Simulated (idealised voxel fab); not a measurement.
You're looking at the process module voxel fin reveal.
Each square cell in cross-section cut measures 5 nm, and the section as a whole is 205 nm wide.
Throughout this document, each cross-section is represented as a grid of square cells and is presented as a sequence of bands enumerated from the top downward, where a band comprises one or more rows of cells.
First you get the band's top height and its bottom height, in nm, and then the materials it's made of, left to right, with each width in nm. If you see a single material with "throughout", that one covers the band edge to edge. "air" is empty space.
A quick word on heights: they are counted from 0, and under that level the wafer as it came to us is one material throughout. The lowest band is different from the rest in having no bottom; it simply continues downward, written as in "0 and below".
Note: "30..40" means the width goes from the first number (top row of the band) to the second number (bottom row) in equal steps per row of cells.
Basically "no alterations made" means that step didn't change any cell in the cross-section.
"Sealed void list" specifies each empty space that is not open to the top and that occupies no fewer than 8 cells, using the form width x height at distance, the distance measured from the left edge and all three quantities in nm.
On a step's line, text after the settings is the simulator commenting on that step.
overlay nm: how far to the right of its planned place the mask lay on this masked step (negative: to the left).
These are the steps we planned for the process
| 1 | RECEIVE | material Si |
| 2 | CONFORMAL_DEP | material SiN | thk nm 5 |
| 3 | DIRECTIONAL_DEP | material aC | thk nm 10 |
| 4 | PATTERN | tone cover | mask id FINS | material resist | width nm 15 | pitch nm 40 | thk nm 25 | overlay nm 0 |
| 5 | DIRECTIONAL_ETCH | etch materials aC | depth nm 10 |
| 6 | STRIP | etch materials resist |
| 7 | DIRECTIONAL_ETCH | etch materials SiN | depth nm 5 |
| 8 | DIRECTIONAL_ETCH | etch materials Si | depth nm 35 |
| 9 | STRIP | etch materials aC |
| 10 | OXIDIZE | depth nm 5 |
| 11 | FILL_DEP | material SiO2 | thk nm 5 |
| 12 | CMP | height nm 5 |
| 13 | SELECTIVE_ETCH | etch materials SiO2 | depth nm 15 |
| 14 | STRIP | etch materials SiN |
| 15 | CONFORMAL_DEP | material SiO2 | thk nm 5 |
First of two wafers: run as planned
Cross-section of the wafer at receipt, which is the condition after step 1
- 0 and below = Si throughout
- Sealed void list: none
After step 2, in cross-section
- 5 down to 0 = SiN throughout
- Under the height 0 nothing was changed.
After step 3, in cross-section
- 15 down to 5 = aC throughout
- Under the height 5 nothing was changed.
After step 4, in cross-section
- 40 down to 15 = air (35) | resist (15) | air (25) | resist (15) | air (25) | resist (15) | air (25) | resist (15) | air (35)
- Under the height 15 nothing was changed.
After step 5, in cross-section
- 30 down to 15 = air (35) | resist (15) | air (25) | resist (15) | air (25) | resist (15) | air (25) | resist (15) | air (35)
- 15 down to 5 = air (35) | aC (15) | air (25) | aC (15) | air (25) | aC (15) | air (25) | aC (15) | air (35)
- Under the height 5 nothing was changed.
After step 6, in cross-section
- 15 down to 5 = air (35) | aC (15) | air (25) | aC (15) | air (25) | aC (15) | air (25) | aC (15) | air (35)
- Under the height 5 nothing was changed.
After step 7, in cross-section
- 15 down to 5 = air (35) | aC (15) | air (25) | aC (15) | air (25) | aC (15) | air (25) | aC (15) | air (35)
- 5 down to 0 = air (35) | SiN (15) | air (25) | SiN (15) | air (25) | SiN (15) | air (25) | SiN (15) | air (35)
- Under the height 0 nothing was changed.
After step 8, in cross-section
- 15 down to 5 = air (35) | aC (15) | air (25) | aC (15) | air (25) | aC (15) | air (25) | aC (15) | air (35)
- 5 down to 0 = air (35) | SiN (15) | air (25) | SiN (15) | air (25) | SiN (15) | air (25) | SiN (15) | air (35)
- 0 down to -35 = air (35) | Si (15) | air (25) | Si (15) | air (25) | Si (15) | air (25) | Si (15) | air (35)
- Under the height -35 nothing was changed.
After step 9, in cross-section
- 5 down to 0 = air (35) | SiN (15) | air (25) | SiN (15) | air (25) | SiN (15) | air (25) | SiN (15) | air (35)
- Under the height 0 nothing was changed.
After step 10, in cross-section
- 5 down to 0 = air (35) | SiN (15) | air (25) | SiN (15) | air (25) | SiN (15) | air (25) | SiN (15) | air (35)
- 0 down to -35 = air (35) | SiO2 (5) | Si (5) | SiO2 (5) | air (25) | SiO2 (5) | Si (5) | SiO2 (5) | air (25) | SiO2 (5) | Si (5) | SiO2 (5) | air (25) | SiO2 (5) | Si (5) | SiO2 (5) | air (35)
- -35 down to -40 = SiO2 (40) | Si (5) | SiO2 (35) | Si (5) | SiO2 (35) | Si (5) | SiO2 (35) | Si (5) | SiO2 (40)
- Under the height -40 nothing was changed.
After step 11, in cross-section
- 10 down to 5 = SiO2 throughout
- 5 down to 0 = SiO2 (35) | SiN (15) | SiO2 (25) | SiN (15) | SiO2 (25) | SiN (15) | SiO2 (25) | SiN (15) | SiO2 (35)
- 0 down to -40 = SiO2 (40) | Si (5) | SiO2 (35) | Si (5) | SiO2 (35) | Si (5) | SiO2 (35) | Si (5) | SiO2 (40)
- Under the height -40 nothing was changed.
After step 12, in cross-section
- 5 down to 0 = SiO2 (35) | SiN (15) | SiO2 (25) | SiN (15) | SiO2 (25) | SiN (15) | SiO2 (25) | SiN (15) | SiO2 (35)
- Under the height 0 nothing was changed.
After step 13, in cross-section
- 5 down to 0 = air (35) | SiN (15) | air (25) | SiN (15) | air (25) | SiN (15) | air (25) | SiN (15) | air (35)
- 0 down to -10 = air (40) | Si (5) | air (35) | Si (5) | air (35) | Si (5) | air (35) | Si (5) | air (40)
- Under the height -10 nothing was changed.
After step 14, in cross-section
- 0 down to -10 = air (40) | Si (5) | air (35) | Si (5) | air (35) | Si (5) | air (35) | Si (5) | air (40)
- Under the height -10 nothing was changed.
After step 15, in cross-section
- 5 down to 0 = air (35) | SiO2 (15) | air (25) | SiO2 (15) | air (25) | SiO2 (15) | air (25) | SiO2 (15) | air (35)
- 0 down to -5 = air (35) | SiO2 (5) | Si (5) | SiO2 (5) | air (25) | SiO2 (5) | Si (5) | SiO2 (5) | air (25) | SiO2 (5) | Si (5) | SiO2 (5) | air (25) | SiO2 (5) | Si (5) | SiO2 (5) | air (35)
- -5 down to -40 = SiO2 (40) | Si (5) | SiO2 (35) | Si (5) | SiO2 (35) | Si (5) | SiO2 (35) | Si (5) | SiO2 (40)
- Under the height -40 nothing was changed.
Wafer two. Identical start, identical plan. One mistake in execution. Identical history through step 12
Cross-section: second wafer, time at which step 13 was scheduled to end
- 5 down to 0 = SiO2 (35) | air (15) | SiO2 (25) | air (15) | SiO2 (25) | air (15) | SiO2 (25) | air (15) | SiO2 (35)
- Under the height 0 nothing was changed.
Cross-section: second wafer, time at which step 14 was scheduled to end
- 0 down to -10 = air (40) | Si (5) | air (35) | Si (5) | air (35) | Si (5) | air (35) | Si (5) | air (40)
- -10 down to -15 = SiO2 (20) | air (20) | Si (5) | air (35) | Si (5) | air (35) | Si (5) | air (35) | Si (5) | air (20) | SiO2 (20)
- Under the height -15 nothing was changed.
Cross-section: second wafer, time at which step 15 was scheduled to end
- 5 down to 0 = air (35) | SiO2 (15) | air (25) | SiO2 (15) | air (25) | SiO2 (15) | air (25) | SiO2 (15) | air (35)
- 0 down to -5 = air (35) | SiO2 (5) | Si (5) | SiO2 (5) | air (25) | SiO2 (5) | Si (5) | SiO2 (5) | air (25) | SiO2 (5) | Si (5) | SiO2 (5) | air (25) | SiO2 (5) | Si (5) | SiO2 (5) | air (35)
- -5 down to -10 = SiO2 (25) | air (10) | SiO2 (5) | Si (5) | SiO2 (5) | air (25) | SiO2 (5) | Si (5) | SiO2 (5) | air (25) | SiO2 (5) | Si (5) | SiO2 (5) | air (25) | SiO2 (5) | Si (5) | SiO2 (5) | air (10) | SiO2 (25)
- -10 down to -40 = SiO2 (40) | Si (5) | SiO2 (35) | Si (5) | SiO2 (35) | Si (5) | SiO2 (35) | Si (5) | SiO2 (40)
- Under the height -40 nothing was changed.
So what did we get wrong on this run? steps 13 and 14 run out of order (swapped)
Per the end-of-run cell counts, the second wafer holds more or fewer of some materials than the first: SiO2: 19 fewer
